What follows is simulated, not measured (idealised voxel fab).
Proc. module: voxel fin reveal
Square cell edge 5 nm, section width 210 nm, ID cut.
In this document a cross-section is written as a grid of square cells. It is given as a series of bands, listed from the top down, and a band is one or more rows of cells.
A band entry consists of two parts. The first gives the height of the band's top and the height of its bottom, in nm. The rest lists the band's materials from left to right, each with its width in nm. A single material labelled with the word "throughout" fills the band from edge to edge, and the word "blank" marks empty space.
Ref level 0: as-received wafer is one material below here. Bottom band extends down with no lower bound ("0 nm and below").
A width given as "30->40" starts at the first number in the band's top row and ends at the second number in its bottom row, shifting by an equal amount at every step from row to row.
Step note "no change occurred" = no cross-section cell changed.
"Closed void entries" means: voids of 8 cells or more that are shut off from the top with no open way through. Written width x height at distance, distance from the left edge, in nm.
Step line, after settings: the simulator's comment on this step.
Steps that use a mask can have "overlay nm" on their line. It says how far the mask sat to the right of where it was meant to be. Negative means to the left.

**The planned process steps are enumerated hereunder**
1,RECEIVE,material Si
2,CONFORMAL_DEP,material SiN,thk nm 5
3,PATTERN,tone cover,mask id FINS,material resist,width nm 15,pitch nm 45,thk nm 15,overlay nm -15
4,DIRECTIONAL_ETCH,etch materials SiN,depth nm 5
5,DIRECTIONAL_ETCH,etch materials Si,depth nm 35
6,STRIP,etch materials resist
7,FILL_DEP,material SiO2,thk nm 15
8,CMP,height nm 5
9,SELECTIVE_ETCH,etch materials SiO2,depth nm 30
10,STRIP,etch materials SiN
11,CONFORMAL_DEP,material HfO2,thk nm 5
Wafer-to-wafer difference: overlay nm, step 3. Common start. Plan = first wafer's value.

**First of several wafers, received after step 1, in cross-section**
  0 nm and below | Si throughout
  Closed void entries: none

**Module end state after final step 11: cross-section of the first of several wafers**
  5 nm to 0 nm | blank=30, then HfO2=25, then blank=20, then HfO2=25, then blank=20, then HfO2=25, then blank=65
  0 nm to -20 nm | blank=30, then HfO2=5, then Si=15, then HfO2=5, then blank=20, then HfO2=5, then Si=15, then HfO2=5, then blank=20, then HfO2=5, then Si=15, then HfO2=5, then blank=65
  -20 nm to -25 nm | HfO2=35, then Si=15, then HfO2=30, then Si=15, then HfO2=30, then Si=15, then HfO2=70
  -25 nm to -35 nm | SiO2=35, then Si=15, then SiO2=30, then Si=15, then SiO2=30, then Si=15, then SiO2=70
  -35 nm and below | Si throughout
  Closed void entries: none

**Showing the last wafer in cross-section at the end of the module**
  5 nm to 0 nm | blank=60, then HfO2=25, then blank=20, then HfO2=25, then blank=20, then HfO2=25, then blank=35
  0 nm to -20 nm | blank=60, then HfO2=5, then Si=15, then HfO2=5, then blank=20, then HfO2=5, then Si=15, then HfO2=5, then blank=20, then HfO2=5, then Si=15, then HfO2=5, then blank=35
  -20 nm to -25 nm | HfO2=65, then Si=15, then HfO2=30, then Si=15, then HfO2=30, then Si=15, then HfO2=40
  -25 nm to -35 nm | SiO2=65, then Si=15, then SiO2=30, then Si=15, then SiO2=30, then Si=15, then SiO2=40
  -35 nm and below | Si throughout
  Closed void entries: none

**The following table contains a row per wafer, in which are reported, at the conclusion of the module, the cells of each material gained (+) or lost (-) since the wafer's receipt, with its closed voids given thereafter**
overlay nm -15; +72 HfO2; -231 Si; +66 SiO2; Closed void entries: none
overlay nm -10; +72 HfO2; -231 Si; +66 SiO2; Closed void entries: none
overlay nm -5; +72 HfO2; -231 Si; +66 SiO2; Closed void entries: none
overlay nm 0; +72 HfO2; -231 Si; +66 SiO2; Closed void entries: none
overlay nm 5; +72 HfO2; -231 Si; +66 SiO2; Closed void entries: none
overlay nm 10; +72 HfO2; -231 Si; +66 SiO2; Closed void entries: none
overlay nm 15; +72 HfO2; -231 Si; +66 SiO2; Closed void entries: none
